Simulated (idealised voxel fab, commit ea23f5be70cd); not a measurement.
The following is a process module called voxel self aligned contacts.
The width of the displayed cross-section, cut, is 230 nm; its cells are square, with a size of 5 nm.
Notation: cross-section as square-cell grid; stated in bands, top first, going down; one or more cell rows per band.
Quick guide to a band line: top height, bottom height (nm) up front; then every material left to right with its width in nm. Only one material and it's marked "throughout"? Then it fills the band edge to edge. And "air" just means empty space.
The level at which height equals 0 is the one under which the wafer, as it arrives, is entirely one material. No lower edge exists for the bottom band, which continues downward and is notated as in "top 0, no bottom".
Quick explanation for "30..40": the width changes in equal steps down the rows of cells, from the first number in the band's top row to the second number in its bottom row.
Where the words "remains unaltered" appear for a step, the cross-section shows no cell changed by that step; every cell remained as before.
Voids not open to the top, 8 cells minimum: see "Completely enclosed voids". Written width x height at distance; distance is from the left edge; nm.
On each step's line, the part that comes after the settings is the simulator's own comment on the step.
The optional step-line setting "overlay nm" applies to steps with a mask and quantifies how far to the right of its planned location the mask lay, a negative value indicating leftward placement.

**plan**
1 RECEIVE with material Si
2 OXIDIZE with depth nm 5
3 DIRECTIONAL_DEP with material polySi, thk nm 30
4 DIRECTIONAL_DEP with material SiN, thk nm 20
5 PATTERN with tone cover, mask id GATE, material resist, width nm 35, pitch nm 70, thk nm 20, overlay nm 0
6 DIRECTIONAL_ETCH with etch materials SiN, depth nm 20
7 DIRECTIONAL_ETCH with etch materials polySi, depth nm 30
8 STRIP with etch materials resist
9 CONFORMAL_DEP with material SiN, thk nm 5
10 DIRECTIONAL_ETCH with etch materials SiN, depth nm 5
11 FILL_DEP with material SiO2, thk nm 20
12 CMP with height nm 60
13 MASKED_ETCH with tone open, mask id CONTACT, width nm 55, etch materials SiO2, depth nm 65, overlay nm 0
14 CONFORMAL_DEP with material TiN, thk nm 5
15 FILL_DEP with material W, thk nm 5
16 CMP with height nm 60
17 CONFORMAL_DEP with material SiN, thk nm 5

**first wafer, as planned**

**Cross-section: wafer on arrival = after step 1**
* top 0, no bottom  Si throughout
* Completely enclosed voids: none

**The following cross-section depicts the wafer upon completion of step 2**
* top 0, bottom -5  SiO2 throughout
* Everything under -5 stays put, no change at all.

**The following cross-section depicts the wafer upon completion of step 3**
* top 30, bottom 0  polySi throughout
* Everything under 0 stays put, no change at all.

**The following cross-section depicts the wafer upon completion of step 4**
* top 50, bottom 30  SiN throughout
* Everything under 30 stays put, no change at all.

**The following cross-section depicts the wafer upon completion of step 5**
* top 70, bottom 50  air: 60 / resist: 35 / air: 35 / resist: 35 / air: 65
* Everything under 50 stays put, no change at all.

**The following cross-section depicts the wafer upon completion of step 6**
* top 70, bottom 50  air: 60 / resist: 35 / air: 35 / resist: 35 / air: 65
* top 50, bottom 30  air: 60 / SiN: 35 / air: 35 / SiN: 35 / air: 65
* Everything under 30 stays put, no change at all.

**The following cross-section depicts the wafer upon completion of step 7**
* top 70, bottom 50  air: 60 / resist: 35 / air: 35 / resist: 35 / air: 65
* top 50, bottom 30  air: 60 / SiN: 35 / air: 35 / SiN: 35 / air: 65
* top 30, bottom 0  air: 60 / polySi: 35 / air: 35 / polySi: 35 / air: 65
* Everything under 0 stays put, no change at all.

**The following cross-section depicts the wafer upon completion of step 8**
* top 50, bottom 30  air: 60 / SiN: 35 / air: 35 / SiN: 35 / air: 65
* Everything under 30 stays put, no change at all.

**The following cross-section depicts the wafer upon completion of step 9**
* top 55, bottom 30  air: 55 / SiN: 45 / air: 25 / SiN: 45 / air: 60
* top 30, bottom 5  air: 55 / SiN: 5 / polySi: 35 / SiN: 5 / air: 25 / SiN: 5 / polySi: 35 / SiN: 5 / air: 60
* top 5, bottom 0  SiN: 60 / polySi: 35 / SiN: 35 / polySi: 35 / SiN: 65
* Everything under 0 stays put, no change at all.

**The following cross-section depicts the wafer upon completion of step 10**
* top 50, bottom 30  air: 55 / SiN: 45 / air: 25 / SiN: 45 / air: 60
* top 30, bottom 0  air: 55 / SiN: 5 / polySi: 35 / SiN: 5 / air: 25 / SiN: 5 / polySi: 35 / SiN: 5 / air: 60
* Everything under 0 stays put, no change at all.

**The following cross-section depicts the wafer upon completion of step 11**
* top 70, bottom 50  SiO2 throughout
* top 50, bottom 30  SiO2: 55 / SiN: 45 / SiO2: 25 / SiN: 45 / SiO2: 60
* top 30, bottom 0  SiO2: 55 / SiN: 5 / polySi: 35 / SiN: 5 / SiO2: 25 / SiN: 5 / polySi: 35 / SiN: 5 / SiO2: 60
* Everything under 0 stays put, no change at all.

**The following cross-section depicts the wafer upon completion of step 12**
* top 60, bottom 50  SiO2 throughout
* Everything under 50 stays put, no change at all.

**The following cross-section depicts the wafer upon completion of step 13**
* top 60, bottom 50  SiO2: 85 / air: 55 / SiO2: 90
* top 50, bottom 30  SiO2: 55 / SiN: 45 / air: 25 / SiN: 45 / SiO2: 60
* top 30, bottom 0  SiO2: 55 / SiN: 5 / polySi: 35 / SiN: 5 / air: 25 / SiN: 5 / polySi: 35 / SiN: 5 / SiO2: 60
* top 0, bottom -5  SiO2: 100 / air: 25 / SiO2: 105
* Everything under -5 stays put, no change at all.

**The following cross-section depicts the wafer upon completion of step 14**
* top 65, bottom 60  TiN: 90 / air: 45 / TiN: 95
* top 60, bottom 50  SiO2: 85 / TiN: 5..20 / air: 45..15 / TiN: 5..20 / SiO2: 90
* top 50, bottom 30  SiO2: 55 / SiN: 45 / TiN: 5 / air: 15 / TiN: 5 / SiN: 45 / SiO2: 60
* top 30, bottom 0  SiO2: 55 / SiN: 5 / polySi: 35 / SiN: 5 / TiN: 5 / air: 15 / TiN: 5 / SiN: 5 / polySi: 35 / SiN: 5 / SiO2: 60
* top 0, bottom -5  SiO2: 100 / TiN: 25 / SiO2: 105
* Everything under -5 stays put, no change at all.

**The following cross-section depicts the wafer upon completion of step 15**
* top 70, bottom 65  W throughout
* top 65, bottom 60  TiN: 90 / W: 45 / TiN: 95
* top 60, bottom 50  SiO2: 85 / TiN: 5..20 / W: 45..15 / TiN: 5..20 / SiO2: 90
* top 50, bottom 30  SiO2: 55 / SiN: 45 / TiN: 5 / W: 15 / TiN: 5 / SiN: 45 / SiO2: 60
* top 30, bottom 0  SiO2: 55 / SiN: 5 / polySi: 35 / SiN: 5 / TiN: 5 / W: 15 / TiN: 5 / SiN: 5 / polySi: 35 / SiN: 5 / SiO2: 60
* Everything under 0 stays put, no change at all.

**The following cross-section depicts the wafer upon completion of step 16**
* top 60, bottom 50  SiO2: 85 / TiN: 5..20 / W: 45..15 / TiN: 5..20 / SiO2: 90
* Everything under 50 stays put, no change at all.

**The following cross-section depicts the wafer upon completion of step 17**
* top 65, bottom 60  SiN throughout
* Everything under 60 stays put, no change at all.

**For the second wafer, take the first wafer's start and plan, then add one mistake made in running it; everything through step 8, that step included, is shared with the first**

**when step 9 should have ended**
* top 45, bottom 30  air: 60 / SiN: 35 / air: 35 / SiN: 35 / air: 65
* Everything under 30 stays put, no change at all.

**when step 10 should have ended**
* top 50, bottom 30  air: 55 / SiN: 45 / air: 25 / SiN: 45 / air: 60
* top 30, bottom 5  air: 55 / SiN: 5 / polySi: 35 / SiN: 5 / air: 25 / SiN: 5 / polySi: 35 / SiN: 5 / air: 60
* top 5, bottom 0  SiN: 60 / polySi: 35 / SiN: 35 / polySi: 35 / SiN: 65
* Everything under 0 stays put, no change at all.

**when step 11 should have ended**
* top 70, bottom 50  SiO2 throughout
* top 50, bottom 30  SiO2: 55 / SiN: 45 / SiO2: 25 / SiN: 45 / SiO2: 60
* top 30, bottom 5  SiO2: 55 / SiN: 5 / polySi: 35 / SiN: 5 / SiO2: 25 / SiN: 5 / polySi: 35 / SiN: 5 / SiO2: 60
* Everything under 5 stays put, no change at all.

**when step 12 should have ended**
* top 60, bottom 50  SiO2 throughout
* Everything under 50 stays put, no change at all.

**when step 13 should have ended**
* top 60, bottom 50  SiO2: 85 / air: 55 / SiO2: 90
* top 50, bottom 30  SiO2: 55 / SiN: 45 / air: 25 / SiN: 45 / SiO2: 60
* top 30, bottom 5  SiO2: 55 / SiN: 5 / polySi: 35 / SiN: 5 / air: 25 / SiN: 5 / polySi: 35 / SiN: 5 / SiO2: 60
* Everything under 5 stays put, no change at all.

**when step 14 should have ended**
* top 65, bottom 60  TiN: 90 / air: 45 / TiN: 95
* top 60, bottom 50  SiO2: 85 / TiN: 5..20 / air: 45..15 / TiN: 5..20 / SiO2: 90
* top 50, bottom 30  SiO2: 55 / SiN: 45 / TiN: 5 / air: 15 / TiN: 5 / SiN: 45 / SiO2: 60
* top 30, bottom 10  SiO2: 55 / SiN: 5 / polySi: 35 / SiN: 5 / TiN: 5 / air: 15 / TiN: 5 / SiN: 5 / polySi: 35 / SiN: 5 / SiO2: 60
* top 10, bottom 5  SiO2: 55 / SiN: 5 / polySi: 35 / SiN: 5 / TiN: 25 / SiN: 5 / polySi: 35 / SiN: 5 / SiO2: 60
* Everything under 5 stays put, no change at all.

**when step 15 should have ended**
* top 70, bottom 65  W throughout
* top 65, bottom 60  TiN: 90 / W: 45 / TiN: 95
* top 60, bottom 50  SiO2: 85 / TiN: 5..20 / W: 45..15 / TiN: 5..20 / SiO2: 90
* top 50, bottom 30  SiO2: 55 / SiN: 45 / TiN: 5 / W: 15 / TiN: 5 / SiN: 45 / SiO2: 60
* top 30, bottom 10  SiO2: 55 / SiN: 5 / polySi: 35 / SiN: 5 / TiN: 5 / W: 15 / TiN: 5 / SiN: 5 / polySi: 35 / SiN: 5 / SiO2: 60
* Everything under 10 stays put, no change at all.

**when step 16 should have ended**
* top 60, bottom 50  SiO2: 85 / TiN: 5..20 / W: 45..15 / TiN: 5..20 / SiO2: 90
* Everything under 50 stays put, no change at all.

**when step 17 should have ended**
* top 65, bottom 60  SiN throughout
* Everything under 60 stays put, no change at all.
Error vs. plan: plan steps 9 and 10 run swapped
at the end the second wafer has, in cells: 28 more of SiN | 18 fewer of SiO2 | 4 fewer of TiN | 6 fewer of W
